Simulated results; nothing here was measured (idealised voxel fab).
Process module, titled voxel ribs on slabs
In the cross-section labelled cut, the width is 260 nm and each square cell is 5 nm.
This document writes a cross-section as a grid whose cells are square, and gives it as bands, listed from the top down; one or more rows of cells form a band. The band entry comprises the height of the band's top followed by the height of its bottom, expressed in nm, and subsequently the band's materials from left to right, each stated together with its width in nm. Where a single material is marked with the word "everywhere", that material fills the band from edge to edge. The word "empty" represents empty space. Measure heights from 0. That's the level where, below it, the as-received wafer is all one material. The lowest band is bottomless and extends downward; write it as in "0 down". The width entry "30->40" should be interpreted row by row: the top row of cells in the band takes the first number, the bottom row takes the second number, and the change between adjacent rows is uniform throughout. The cross-section has no changed cell in any step marked "stayed the same". For the entry "Sealed-off cavities", the listed items are empty spaces with no open way to the top whose size is 8 cells or more; each item follows the pattern width x height at distance, where distance is from the left edge and all three are in nm. If you see something after the settings on a step's line, that's the simulator's own remark about that step. overlay nm: how far to the right of its planned place the mask lay on this masked step (negative: to the left).
Process steps - plan
1) RECEIVE | material Si
2) DIRECTIONAL_DEP | material SiO2 | thk nm 20
3) DIRECTIONAL_DEP | material SiN | thk nm 15
4) DIRECTIONAL_DEP | material aC | thk nm 10
5) PATTERN | tone cover | mask id RIB | material resist | width nm 20 | thk nm 25 | overlay nm 0
6) DIRECTIONAL_ETCH | etch materials aC | depth nm 5
7) STRIP | etch materials resist
8) DIRECTIONAL_ETCH | etch materials SiN | depth nm 10
9) STRIP | etch materials aC
10) MASKED_ETCH | tone cover | mask id SLAB | width nm 70 | etch materials SiN | depth nm 5 | overlay nm 0
11) FILL_DEP | material SiO2 | thk nm 20
12) CMP | height nm 45
13) DIRECTIONAL_DEP | material TiN | thk nm 10
14) PATTERN | tone cover | mask id HEATER | material resist | width nm 30 | thk nm 15 | overlay nm 0
15) DIRECTIONAL_ETCH | etch materials TiN | depth nm 10
16) STRIP | etch materials resist
17) CONFORMAL_DEP | material SiO2 | thk nm 10
Don't read the plan's depth nm for step 6 as applying to every wafer: that's the first wafer's value, and the wafers differ in it, though they all start identical.
The first of several wafers in cross-section, exactly as it reached us after step 1
	0 down: Si everywhere
	Sealed-off cavities: none
Below, a row for every wafer. Read it as the end-of-module picture: for each material the wafer shows its cells gained (+) or lost (-) since it was received, and then its closed voids
depth nm 5; +118 SiN; +462 SiO2; +12 TiN; Sealed-off cavities: none
depth nm 10; +22 SiN; +558 SiO2; +12 TiN; Sealed-off cavities: none
depth nm 15; +22 SiN; +558 SiO2; +12 TiN; Sealed-off cavities: none
depth nm 20; +22 SiN; +558 SiO2; +12 TiN; Sealed-off cavities: none
depth nm 25; +22 SiN; +558 SiO2; +12 TiN; Sealed-off cavities: none
